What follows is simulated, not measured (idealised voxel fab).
The following process module bears the name voxel gate over fins.
275 nm wide, 5 nm square cells: that's cross-section cut.
Square cells in a grid make up a cross-section in this document, and the grid is given as bands, listed from the top down, each one or more rows of cells. Basically the band line says how high the top is and how high the bottom is, in nm, and then what's in it from left to right, every material with its width in nm. Empty space shows up as "empty", and if a single material carries "edge to edge" it runs the full band edge to edge. Heights from 0 (as-received wafer is one material below). Bottom band endless downward, as "0 -> down". Read "30 to 40" as a graded width: first number on top, second number at the bottom, same change between each pair of neighbouring rows. When a step is marked "remained the same", none of the cells in the cross-section changed during that step. Empty spaces counting at least 8 cells and having no open way to the top are listed in "Unvented voids". The notation width x height at distance is used for each, the distance being from the left edge and all three values in nm. Read whatever lies past the settings on a step's line as the simulator's own remark about the step. overlay nm: right-of-plan distance of the mask on a masked step; negative values mean left-of-plan.

So here's the lineup of process steps we planned:
- 1: RECEIVE | material Si
- 2: CONFORMAL_DEP | material SiN | thk nm 10
- 3: MASKED_ETCH | tone cover | mask id FINS | width nm 15 | pitch nm 55 | etch materials SiN | depth nm 10 | overlay nm 0
- 4: MASKED_ETCH | tone cover | mask id FINS | width nm 15 | pitch nm 55 | etch materials Si | depth nm 35 | overlay nm 0
- 5: FILL_DEP | material SiO2 | thk nm 10
- 6: CMP | height nm 10
- 7: PATTERN | tone open | mask id RAIL | material resist | width nm 15 | thk nm 15 | overlay nm 0
- 8: DIRECTIONAL_ETCH | etch materials SiO2 | depth nm 40
- 9: STRIP | etch materials resist
- 10: CONFORMAL_DEP | material TiN | thk nm 5
- 11: FILL_DEP | material W | thk nm 10
- 12: CMP | height nm 10
- 13: SELECTIVE_ETCH | etch materials W Ru TiN | depth nm 30
- 14: FILL_DEP | material SiO2 | thk nm 5
- 15: CMP | height nm 10
- 16: SELECTIVE_ETCH | etch materials SiO2 | depth nm 25
- 17: STRIP | etch materials SiN
- 18: CONFORMAL_DEP | material HfO2 | thk nm 5
- 19: CONFORMAL_DEP | material TiN | thk nm 5
- 20: CONFORMAL_DEP | material TiAl | thk nm 5
- 21: CONFORMAL_DEP | material TiN | thk nm 5
- 22: FILL_DEP | material W | thk nm 10
- 23: CMP | height nm 25
- 24: CONFORMAL_DEP | material SiN | thk nm 10

Below: the first of two wafers, run as planned:

Step 1 complete: cross-section of the wafer as received:
0 -> down | Si edge to edge
Unvented voids: none

How the wafer stands in section after step 2:
10 -> 0 | SiN edge to edge
All layers under 0 are left as they were.

How the wafer stands in section after step 3:
10 -> 0 | empty (100), SiN (15), empty (40), SiN (15), empty (105)
All layers under 0 are left as they were.

How the wafer stands in section after step 4:
10 -> 0 | empty (100), SiN (15), empty (40), SiN (15), empty (105)
0 -> -35 | empty (100), Si (15), empty (40), Si (15), empty (105)
All layers under -35 are left as they were.

How the wafer stands in section after step 5:
20 -> 10 | SiO2 edge to edge
10 -> 0 | SiO2 (100), SiN (15), SiO2 (40), SiN (15), SiO2 (105)
0 -> -35 | SiO2 (100), Si (15), SiO2 (40), Si (15), SiO2 (105)
All layers under -35 are left as they were.

How the wafer stands in section after step 6:
10 -> 0 | SiO2 (100), SiN (15), SiO2 (40), SiN (15), SiO2 (105)
All layers under 0 are left as they were.

How the wafer stands in section after step 7:
25 -> 10 | resist (125), empty (15), resist (135)
All layers under 10 are left as they were.

How the wafer stands in section after step 8:
25 -> 10 | resist (125), empty (15), resist (135)
10 -> 0 | SiO2 (100), SiN (15), SiO2 (10), empty (15), SiO2 (15), SiN (15), SiO2 (105)
0 -> -30 | SiO2 (100), Si (15), SiO2 (10), empty (15), SiO2 (15), Si (15), SiO2 (105)
All layers under -30 are left as they were.

How the wafer stands in section after step 9:
10 -> 0 | SiO2 (100), SiN (15), SiO2 (10), empty (15), SiO2 (15), SiN (15), SiO2 (105)
All layers under 0 are left as they were.

How the wafer stands in section after step 10:
15 -> 10 | TiN (130), empty (5), TiN (140)
10 -> 0 | SiO2 (100), SiN (15), SiO2 (10), TiN (5), empty (5), TiN (5), SiO2 (15), SiN (15), SiO2 (105)
0 -> -25 | SiO2 (100), Si (15), SiO2 (10), TiN (5), empty (5), TiN (5), SiO2 (15), Si (15), SiO2 (105)
-25 -> -30 | SiO2 (100), Si (15), SiO2 (10), TiN (15), SiO2 (15), Si (15), SiO2 (105)
All layers under -30 are left as they were.

How the wafer stands in section after step 11:
25 -> 15 | W edge to edge
15 -> 10 | TiN (130), W (5), TiN (140)
10 -> 0 | SiO2 (100), SiN (15), SiO2 (10), TiN (5), W (5), TiN (5), SiO2 (15), SiN (15), SiO2 (105)
0 -> -25 | SiO2 (100), Si (15), SiO2 (10), TiN (5), W (5), TiN (5), SiO2 (15), Si (15), SiO2 (105)
All layers under -25 are left as they were.

How the wafer stands in section after step 12:
10 -> 0 | SiO2 (100), SiN (15), SiO2 (10), TiN (5), W (5), TiN (5), SiO2 (15), SiN (15), SiO2 (105)
All layers under 0 are left as they were.

How the wafer stands in section after step 13:
10 -> 0 | SiO2 (100), SiN (15), SiO2 (10), empty (15), SiO2 (15), SiN (15), SiO2 (105)
0 -> -20 | SiO2 (100), Si (15), SiO2 (10), empty (15), SiO2 (15), Si (15), SiO2 (105)
All layers under -20 are left as they were.

How the wafer stands in section after step 14:
15 -> 10 | SiO2 edge to edge
10 -> 0 | SiO2 (100), SiN (15), SiO2 (40), SiN (15), SiO2 (105)
0 -> -20 | SiO2 (100), Si (15), SiO2 (40), Si (15), SiO2 (105)
All layers under -20 are left as they were.

How the wafer stands in section after step 15:
10 -> 0 | SiO2 (100), SiN (15), SiO2 (40), SiN (15), SiO2 (105)
All layers under 0 are left as they were.

How the wafer stands in section after step 16:
10 -> 0 | empty (100), SiN (15), empty (40), SiN (15), empty (105)
0 -> -15 | empty (100), Si (15), empty (40), Si (15), empty (105)
All layers under -15 are left as they were.

How the wafer stands in section after step 17:
0 -> -15 | empty (100), Si (15), empty (40), Si (15), empty (105)
All layers under -15 are left as they were.

How the wafer stands in section after step 18:
5 -> 0 | empty (95), HfO2 (25), empty (30), HfO2 (25), empty (100)
0 -> -10 | empty (95), HfO2 (5), Si (15), HfO2 (5), empty (30), HfO2 (5), Si (15), HfO2 (5), empty (100)
-10 -> -15 | HfO2 (100), Si (15), HfO2 (40), Si (15), HfO2 (105)
All layers under -15 are left as they were.

How the wafer stands in section after step 19:
10 -> 5 | empty (90), TiN (35), empty (20), TiN (35), empty (95)
5 -> 0 | empty (90), TiN (5), HfO2 (25), TiN (5), empty (20), TiN (5), HfO2 (25), TiN (5), empty (95)
0 -> -5 | empty (90), TiN (5), HfO2 (5), Si (15), HfO2 (5), TiN (5), empty (20), TiN (5), HfO2 (5), Si (15), HfO2 (5), TiN (5), empty (95)
-5 -> -10 | TiN (95), HfO2 (5), Si (15), HfO2 (5), TiN (30), HfO2 (5), Si (15), HfO2 (5), TiN (100)
All layers under -10 are left as they were.

How the wafer stands in section after step 20:
15 -> 10 | empty (85), TiAl (45), empty (10), TiAl (45), empty (90)
10 -> 5 | empty (85), TiAl (5), TiN (35), TiAl (5), empty (10), TiAl (5), TiN (35), TiAl (5), empty (90)
5 -> 0 | empty (85), TiAl (5), TiN (5), HfO2 (25), TiN (5), TiAl (5), empty (10), TiAl (5), TiN (5), HfO2 (25), TiN (5), TiAl (5), empty (90)
0 -> -5 | TiAl (90), TiN (5), HfO2 (5), Si (15), HfO2 (5), TiN (5), TiAl (20), TiN (5), HfO2 (5), Si (15), HfO2 (5), TiN (5), TiAl (95)
All layers under -5 are left as they were.

How the wafer stands in section after step 21:
20 -> 15 | empty (80), TiN (110), empty (85)
15 -> 10 | empty (80), TiN (5), TiAl (45), TiN (10), TiAl (45), TiN (5), empty (85)
10 -> 5 | empty (80), TiN (5), TiAl (5), TiN (35), TiAl (5), TiN (10), TiAl (5), TiN (35), TiAl (5), TiN (5), empty (85)
5 -> 0 | TiN (85), TiAl (5), TiN (5), HfO2 (25), TiN (5), TiAl (5), TiN (10), TiAl (5), TiN (5), HfO2 (25), TiN (5), TiAl (5), TiN (90)
All layers under 0 are left as they were.

How the wafer stands in section after step 22:
30 -> 20 | W edge to edge
20 -> 15 | W (80), TiN (110), W (85)
15 -> 10 | W (80), TiN (5), TiAl (45), TiN (10), TiAl (45), TiN (5), W (85)
10 -> 5 | W (80), TiN (5), TiAl (5), TiN (35), TiAl (5), TiN (10), TiAl (5), TiN (35), TiAl (5), TiN (5), W (85)
All layers under 5 are left as they were.

How the wafer stands in section after step 23:
25 -> 20 | W edge to edge
All layers under 20 are left as they were.

How the wafer stands in section after step 24:
35 -> 25 | SiN edge to edge
All layers under 25 are left as they were.

The remaining wafer, second of the two, started like the first and was run to the same plan, except that one mistake was made along the way; the two coincide through step 3, inclusive:

X-section, second wafer, when step 4 was due to finish:
10 -> 0 | empty (100), SiN (15), empty (40), SiN (15), empty (105)
0 -> -40 | empty (100), Si (15), empty (40), Si (15), empty (105)
All layers under -40 are left as they were.

X-section, second wafer, when step 5 was due to finish:
20 -> 10 | SiO2 edge to edge
10 -> 0 | SiO2 (100), SiN (15), SiO2 (40), SiN (15), SiO2 (105)
0 -> -40 | SiO2 (100), Si (15), SiO2 (40), Si (15), SiO2 (105)
All layers under -40 are left as they were.

X-section, second wafer, when step 6 was due to finish:
10 -> 0 | SiO2 (100), SiN (15), SiO2 (40), SiN (15), SiO2 (105)
All layers under 0 are left as they were.

X-section, second wafer, when step 7 was due to finish:
25 -> 10 | resist (125), empty (15), resist (135)
All layers under 10 are left as they were.

X-section, second wafer, when step 8 was due to finish:
25 -> 10 | resist (125), empty (15), resist (135)
10 -> 0 | SiO2 (100), SiN (15), SiO2 (10), empty (15), SiO2 (15), SiN (15), SiO2 (105)
0 -> -30 | SiO2 (100), Si (15), SiO2 (10), empty (15), SiO2 (15), Si (15), SiO2 (105)
All layers under -30 are left as they were.

X-section, second wafer, when step 9 was due to finish:
10 -> 0 | SiO2 (100), SiN (15), SiO2 (10), empty (15), SiO2 (15), SiN (15), SiO2 (105)
All layers under 0 are left as they were.

X-section, second wafer, when step 10 was due to finish:
15 -> 10 | TiN (130), empty (5), TiN (140)
10 -> 0 | SiO2 (100), SiN (15), SiO2 (10), TiN (5), empty (5), TiN (5), SiO2 (15), SiN (15), SiO2 (105)
0 -> -25 | SiO2 (100), Si (15), SiO2 (10), TiN (5), empty (5), TiN (5), SiO2 (15), Si (15), SiO2 (105)
-25 -> -30 | SiO2 (100), Si (15), SiO2 (10), TiN (15), SiO2 (15), Si (15), SiO2 (105)
All layers under -30 are left as they were.

X-section, second wafer, when step 11 was due to finish:
25 -> 15 | W edge to edge
15 -> 10 | TiN (130), W (5), TiN (140)
10 -> 0 | SiO2 (100), SiN (15), SiO2 (10), TiN (5), W (5), TiN (5), SiO2 (15), SiN (15), SiO2 (105)
0 -> -25 | SiO2 (100), Si (15), SiO2 (10), TiN (5), W (5), TiN (5), SiO2 (15), Si (15), SiO2 (105)
All layers under -25 are left as they were.

X-section, second wafer, when step 12 was due to finish:
10 -> 0 | SiO2 (100), SiN (15), SiO2 (10), TiN (5), W (5), TiN (5), SiO2 (15), SiN (15), SiO2 (105)
All layers under 0 are left as they were.

X-section, second wafer, when step 13 was due to finish:
10 -> 0 | SiO2 (100), SiN (15), SiO2 (10), empty (15), SiO2 (15), SiN (15), SiO2 (105)
0 -> -20 | SiO2 (100), Si (15), SiO2 (10), empty (15), SiO2 (15), Si (15), SiO2 (105)
All layers under -20 are left as they were.

X-section, second wafer, when step 14 was due to finish:
15 -> 10 | SiO2 edge to edge
10 -> 0 | SiO2 (100), SiN (15), SiO2 (40), SiN (15), SiO2 (105)
0 -> -20 | SiO2 (100), Si (15), SiO2 (40), Si (15), SiO2 (105)
All layers under -20 are left as they were.

X-section, second wafer, when step 15 was due to finish:
10 -> 0 | SiO2 (100), SiN (15), SiO2 (40), SiN (15), SiO2 (105)
All layers under 0 are left as they were.

X-section, second wafer, when step 16 was due to finish:
10 -> 0 | empty (100), SiN (15), empty (40), SiN (15), empty (105)
0 -> -15 | empty (100), Si (15), empty (40), Si (15), empty (105)
All layers under -15 are left as they were.

X-section, second wafer, when step 17 was due to finish:
0 -> -15 | empty (100), Si (15), empty (40), Si (15), empty (105)
All layers under -15 are left as they were.

X-section, second wafer, when step 18 was due to finish:
5 -> 0 | empty (95), HfO2 (25), empty (30), HfO2 (25), empty (100)
0 -> -10 | empty (95), HfO2 (5), Si (15), HfO2 (5), empty (30), HfO2 (5), Si (15), HfO2 (5), empty (100)
-10 -> -15 | HfO2 (100), Si (15), HfO2 (40), Si (15), HfO2 (105)
All layers under -15 are left as they were.

X-section, second wafer, when step 19 was due to finish:
10 -> 5 | empty (90), TiN (35), empty (20), TiN (35), empty (95)
5 -> 0 | empty (90), TiN (5), HfO2 (25), TiN (5), empty (20), TiN (5), HfO2 (25), TiN (5), empty (95)
0 -> -5 | empty (90), TiN (5), HfO2 (5), Si (15), HfO2 (5), TiN (5), empty (20), TiN (5), HfO2 (5), Si (15), HfO2 (5), TiN (5), empty (95)
-5 -> -10 | TiN (95), HfO2 (5), Si (15), HfO2 (5), TiN (30), HfO2 (5), Si (15), HfO2 (5), TiN (100)
All layers under -10 are left as they were.

X-section, second wafer, when step 20 was due to finish:
15 -> 10 | empty (85), TiAl (45), empty (10), TiAl (45), empty (90)
10 -> 5 | empty (85), TiAl (5), TiN (35), TiAl (5), empty (10), TiAl (5), TiN (35), TiAl (5), empty (90)
5 -> 0 | empty (85), TiAl (5), TiN (5), HfO2 (25), TiN (5), TiAl (5), empty (10), TiAl (5), TiN (5), HfO2 (25), TiN (5), TiAl (5), empty (90)
0 -> -5 | TiAl (90), TiN (5), HfO2 (5), Si (15), HfO2 (5), TiN (5), TiAl (20), TiN (5), HfO2 (5), Si (15), HfO2 (5), TiN (5), TiAl (95)
All layers under -5 are left as they were.

X-section, second wafer, when step 21 was due to finish:
20 -> 15 | empty (80), TiN (110), empty (85)
15 -> 10 | empty (80), TiN (5), TiAl (45), TiN (10), TiAl (45), TiN (5), empty (85)
10 -> 5 | empty (80), TiN (5), TiAl (5), TiN (35), TiAl (5), TiN (10), TiAl (5), TiN (35), TiAl (5), TiN (5), empty (85)
5 -> 0 | TiN (85), TiAl (5), TiN (5), HfO2 (25), TiN (5), TiAl (5), TiN (10), TiAl (5), TiN (5), HfO2 (25), TiN (5), TiAl (5), TiN (90)
All layers under 0 are left as they were.

X-section, second wafer, when step 22 was due to finish:
30 -> 20 | W edge to edge
20 -> 15 | W (80), TiN (110), W (85)
15 -> 10 | W (80), TiN (5), TiAl (45), TiN (10), TiAl (45), TiN (5), W (85)
10 -> 5 | W (80), TiN (5), TiAl (5), TiN (35), TiAl (5), TiN (10), TiAl (5), TiN (35), TiAl (5), TiN (5), W (85)
All layers under 5 are left as they were.

X-section, second wafer, when step 23 was due to finish:
25 -> 20 | W edge to edge
All layers under 20 are left as they were.

X-section, second wafer, when step 24 was due to finish:
35 -> 25 | SiN edge to edge
All layers under 25 are left as they were.
Which mistake was made when the wafer was run? it should be noted that step 4 was executed with settings other than those planned, the operation and settings actually applied being MASKED_ETCH | tone cover | mask id FINS | width nm 15 | pitch nm 55 | etch materials Si | depth nm 40 | overlay nm 0
Counted in cells at the end, the second wafer holds more or fewer of these materials than the first: Si: 49 fewer, SiO2: 49 more
